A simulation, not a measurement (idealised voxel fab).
Process module name: voxel trench capacitor
Displayed cross-section: cut, width of 255 nm, square cells sized 5 nm.
Cross-section = grid of square cells, listed top down in bands; band = one or more rows. Heads up on the band format: heights come first, top then bottom, in nm. After that it's the materials left to right, each with its width in nm. A single material flagged "full width" fills the whole band edge to edge, and "air" means there's empty space there. Heights are expressed relative to 0, this being the level below which the as-received wafer comprises one material exclusively. The lowest band is unbounded in the downward direction and is denoted as in "0 and below". It should be noted that a width expressed as "30 to 40" varies in equal increments from row to row of cells within the band, taking the value of the first number at the top row and that of the second number at the bottom row. No cell of the cross-section changed in a step that is given as "remained the same". Reported under the label "Sealed void listing" are the empty spaces having no open way to the top and comprising 8 cells or more; the notation for each is width x height at distance, in which the distance is measured from the left edge and all three values are in nm. What comes after the settings on a step's line is commentary from the simulator itself on that step. "overlay nm" answers the question of how far to the right of plan the mask lay on a step that has a mask, and when it is negative the answer is to the left.

THE STEPS PLANNED FOR THE PROCESS ARE AS FOLLOWS
- 1: RECEIVE,material Si
- 2: CONFORMAL_DEP,material SiN,thk nm 10
- 3: MASKED_ETCH,tone open,mask id TRENCH,width nm 25,pitch nm 45,etch materials SiN,depth nm 10,overlay nm 0
- 4: MASKED_ETCH,tone open,mask id TRENCH,width nm 25,pitch nm 45,etch materials Si,depth nm 25,overlay nm 0
- 5: CONFORMAL_DEP,material Al2O3,thk nm 5
- 6: CONFORMAL_DEP,material TiN,thk nm 5
- 7: FILL_DEP,material W,thk nm 5
- 8: CMP,height nm 10

CONCERNING THE FIRST OF TWO WAFERS, WHICH WAS RUN IN ACCORDANCE WITH THE PLAN

WAFER CROSS-SECTION ON RECEIPT, I.E. AFTER STEP 1
  0 and below: Si full width
  Sealed void listing: none

AFTER STEP 2, IN CROSS-SECTION
  10 down to 0: SiN full width
  Below a height of 0, the structure has not been altered.

AFTER STEP 3, IN CROSS-SECTION
  10 down to 0: SiN (45); air (25); SiN (20); air (25); SiN (20); air (25); SiN (20); air (25); SiN (50)
  Below a height of 0, the structure has not been altered.

AFTER STEP 4, IN CROSS-SECTION
  10 down to 0: SiN (45); air (25); SiN (20); air (25); SiN (20); air (25); SiN (20); air (25); SiN (50)
  0 down to -25: Si (45); air (25); Si (20); air (25); Si (20); air (25); Si (20); air (25); Si (50)
  Below a height of -25, the structure has not been altered.

AFTER STEP 5, IN CROSS-SECTION
  15 down to 10: Al2O3 (50); air (15); Al2O3 (30); air (15); Al2O3 (30); air (15); Al2O3 (30); air (15); Al2O3 (55)
  10 down to 0: SiN (45); Al2O3 (5); air (15); Al2O3 (5); SiN (20); Al2O3 (5); air (15); Al2O3 (5); SiN (20); Al2O3 (5); air (15); Al2O3 (5); SiN (20); Al2O3 (5); air (15); Al2O3 (5); SiN (50)
  0 down to -20: Si (45); Al2O3 (5); air (15); Al2O3 (5); Si (20); Al2O3 (5); air (15); Al2O3 (5); Si (20); Al2O3 (5); air (15); Al2O3 (5); Si (20); Al2O3 (5); air (15); Al2O3 (5); Si (50)
  -20 down to -25: Si (45); Al2O3 (25); Si (20); Al2O3 (25); Si (20); Al2O3 (25); Si (20); Al2O3 (25); Si (50)
  Below a height of -25, the structure has not been altered.

AFTER STEP 6, IN CROSS-SECTION
  20 down to 15: TiN (55); air (5); TiN (40); air (5); TiN (40); air (5); TiN (40); air (5); TiN (60)
  15 down to 10: Al2O3 (50); TiN (5); air (5); TiN (5); Al2O3 (30); TiN (5); air (5); TiN (5); Al2O3 (30); TiN (5); air (5); TiN (5); Al2O3 (30); TiN (5); air (5); TiN (5); Al2O3 (55)
  10 down to 0: SiN (45); Al2O3 (5); TiN (5); air (5); TiN (5); Al2O3 (5); SiN (20); Al2O3 (5); TiN (5); air (5); TiN (5); Al2O3 (5); SiN (20); Al2O3 (5); TiN (5); air (5); TiN (5); Al2O3 (5); SiN (20); Al2O3 (5); TiN (5); air (5); TiN (5); Al2O3 (5); SiN (50)
  0 down to -15: Si (45); Al2O3 (5); TiN (5); air (5); TiN (5); Al2O3 (5); Si (20); Al2O3 (5); TiN (5); air (5); TiN (5); Al2O3 (5); Si (20); Al2O3 (5); TiN (5); air (5); TiN (5); Al2O3 (5); Si (20); Al2O3 (5); TiN (5); air (5); TiN (5); Al2O3 (5); Si (50)
  -15 down to -20: Si (45); Al2O3 (5); TiN (15); Al2O3 (5); Si (20); Al2O3 (5); TiN (15); Al2O3 (5); Si (20); Al2O3 (5); TiN (15); Al2O3 (5); Si (20); Al2O3 (5); TiN (15); Al2O3 (5); Si (50)
  Below a height of -20, the structure has not been altered.

AFTER STEP 7, IN CROSS-SECTION
  25 down to 20: W full width
  20 down to 15: TiN (55); W (5); TiN (40); W (5); TiN (40); W (5); TiN (40); W (5); TiN (60)
  15 down to 10: Al2O3 (50); TiN (5); W (5); TiN (5); Al2O3 (30); TiN (5); W (5); TiN (5); Al2O3 (30); TiN (5); W (5); TiN (5); Al2O3 (30); TiN (5); W (5); TiN (5); Al2O3 (55)
  10 down to 0: SiN (45); Al2O3 (5); TiN (5); W (5); TiN (5); Al2O3 (5); SiN (20); Al2O3 (5); TiN (5); W (5); TiN (5); Al2O3 (5); SiN (20); Al2O3 (5); TiN (5); W (5); TiN (5); Al2O3 (5); SiN (20); Al2O3 (5); TiN (5); W (5); TiN (5); Al2O3 (5); SiN (50)
  0 down to -15: Si (45); Al2O3 (5); TiN (5); W (5); TiN (5); Al2O3 (5); Si (20); Al2O3 (5); TiN (5); W (5); TiN (5); Al2O3 (5); Si (20); Al2O3 (5); TiN (5); W (5); TiN (5); Al2O3 (5); Si (20); Al2O3 (5); TiN (5); W (5); TiN (5); Al2O3 (5); Si (50)
  Below a height of -15, the structure has not been altered.

AFTER STEP 8, IN CROSS-SECTION
  10 down to 0: SiN (45); Al2O3 (5); TiN (5); W (5); TiN (5); Al2O3 (5); SiN (20); Al2O3 (5); TiN (5); W (5); TiN (5); Al2O3 (5); SiN (20); Al2O3 (5); TiN (5); W (5); TiN (5); Al2O3 (5); SiN (20); Al2O3 (5); TiN (5); W (5); TiN (5); Al2O3 (5); SiN (50)
  Below a height of 0, the structure has not been altered.

IT IS TO BE NOTED THAT THE SECOND WAFER PROCEEDED FROM THE SAME INITIAL STATE AND ACCORDING TO THE SAME PLAN AS THE FIRST, ALTHOUGH ONE MISTAKE WAS COMMITTED IN ITS EXECUTION; THROUGH STEP 3, INCLUSIVE, THE TWO WAFERS SHARE AN IDENTICAL HISTORY

SECOND WAFER: CROSS-SECTION AT THE SCHEDULED END OF STEP 4
  10 down to 0: SiN (45); air (25); SiN (20); air (25); SiN (20); air (25); SiN (20); air (25); SiN (50)
  0 down to -15: Si (45); air (25); Si (20); air (25); Si (20); air (25); Si (20); air (25); Si (50)
  Below a height of -15, the structure has not been altered.

SECOND WAFER: CROSS-SECTION AT THE SCHEDULED END OF STEP 5
  15 down to 10: Al2O3 (50); air (15); Al2O3 (30); air (15); Al2O3 (30); air (15); Al2O3 (30); air (15); Al2O3 (55)
  10 down to 0: SiN (45); Al2O3 (5); air (15); Al2O3 (5); SiN (20); Al2O3 (5); air (15); Al2O3 (5); SiN (20); Al2O3 (5); air (15); Al2O3 (5); SiN (20); Al2O3 (5); air (15); Al2O3 (5); SiN (50)
  0 down to -10: Si (45); Al2O3 (5); air (15); Al2O3 (5); Si (20); Al2O3 (5); air (15); Al2O3 (5); Si (20); Al2O3 (5); air (15); Al2O3 (5); Si (20); Al2O3 (5); air (15); Al2O3 (5); Si (50)
  -10 down to -15: Si (45); Al2O3 (25); Si (20); Al2O3 (25); Si (20); Al2O3 (25); Si (20); Al2O3 (25); Si (50)
  Below a height of -15, the structure has not been altered.

SECOND WAFER: CROSS-SECTION AT THE SCHEDULED END OF STEP 6
  20 down to 15: TiN (55); air (5); TiN (40); air (5); TiN (40); air (5); TiN (40); air (5); TiN (60)
  15 down to 10: Al2O3 (50); TiN (5); air (5); TiN (5); Al2O3 (30); TiN (5); air (5); TiN (5); Al2O3 (30); TiN (5); air (5); TiN (5); Al2O3 (30); TiN (5); air (5); TiN (5); Al2O3 (55)
  10 down to 0: SiN (45); Al2O3 (5); TiN (5); air (5); TiN (5); Al2O3 (5); SiN (20); Al2O3 (5); TiN (5); air (5); TiN (5); Al2O3 (5); SiN (20); Al2O3 (5); TiN (5); air (5); TiN (5); Al2O3 (5); SiN (20); Al2O3 (5); TiN (5); air (5); TiN (5); Al2O3 (5); SiN (50)
  0 down to -5: Si (45); Al2O3 (5); TiN (5); air (5); TiN (5); Al2O3 (5); Si (20); Al2O3 (5); TiN (5); air (5); TiN (5); Al2O3 (5); Si (20); Al2O3 (5); TiN (5); air (5); TiN (5); Al2O3 (5); Si (20); Al2O3 (5); TiN (5); air (5); TiN (5); Al2O3 (5); Si (50)
  -5 down to -10: Si (45); Al2O3 (5); TiN (15); Al2O3 (5); Si (20); Al2O3 (5); TiN (15); Al2O3 (5); Si (20); Al2O3 (5); TiN (15); Al2O3 (5); Si (20); Al2O3 (5); TiN (15); Al2O3 (5); Si (50)
  Below a height of -10, the structure has not been altered.

SECOND WAFER: CROSS-SECTION AT THE SCHEDULED END OF STEP 7
  25 down to 20: W full width
  20 down to 15: TiN (55); W (5); TiN (40); W (5); TiN (40); W (5); TiN (40); W (5); TiN (60)
  15 down to 10: Al2O3 (50); TiN (5); W (5); TiN (5); Al2O3 (30); TiN (5); W (5); TiN (5); Al2O3 (30); TiN (5); W (5); TiN (5); Al2O3 (30); TiN (5); W (5); TiN (5); Al2O3 (55)
  10 down to 0: SiN (45); Al2O3 (5); TiN (5); W (5); TiN (5); Al2O3 (5); SiN (20); Al2O3 (5); TiN (5); W (5); TiN (5); Al2O3 (5); SiN (20); Al2O3 (5); TiN (5); W (5); TiN (5); Al2O3 (5); SiN (20); Al2O3 (5); TiN (5); W (5); TiN (5); Al2O3 (5); SiN (50)
  0 down to -5: Si (45); Al2O3 (5); TiN (5); W (5); TiN (5); Al2O3 (5); Si (20); Al2O3 (5); TiN (5); W (5); TiN (5); Al2O3 (5); Si (20); Al2O3 (5); TiN (5); W (5); TiN (5); Al2O3 (5); Si (20); Al2O3 (5); TiN (5); W (5); TiN (5); Al2O3 (5); Si (50)
  Below a height of -5, the structure has not been altered.

SECOND WAFER: CROSS-SECTION AT THE SCHEDULED END OF STEP 8
  10 down to 0: SiN (45); Al2O3 (5); TiN (5); W (5); TiN (5); Al2O3 (5); SiN (20); Al2O3 (5); TiN (5); W (5); TiN (5); Al2O3 (5); SiN (20); Al2O3 (5); TiN (5); W (5); TiN (5); Al2O3 (5); SiN (20); Al2O3 (5); TiN (5); W (5); TiN (5); Al2O3 (5); SiN (50)
  Below a height of 0, the structure has not been altered.
What was the processing mistake? step 4: run off-plan, actual operation and settings MASKED_ETCH,tone open,mask id TRENCH,width nm 25,pitch nm 45,etch materials Si,depth nm 15,overlay nm 0
Heads up, by the end the second wafer has more or fewer cells of some materials compared to the first: -16 Al2O3 | +40 Si | -16 TiN | -8 W
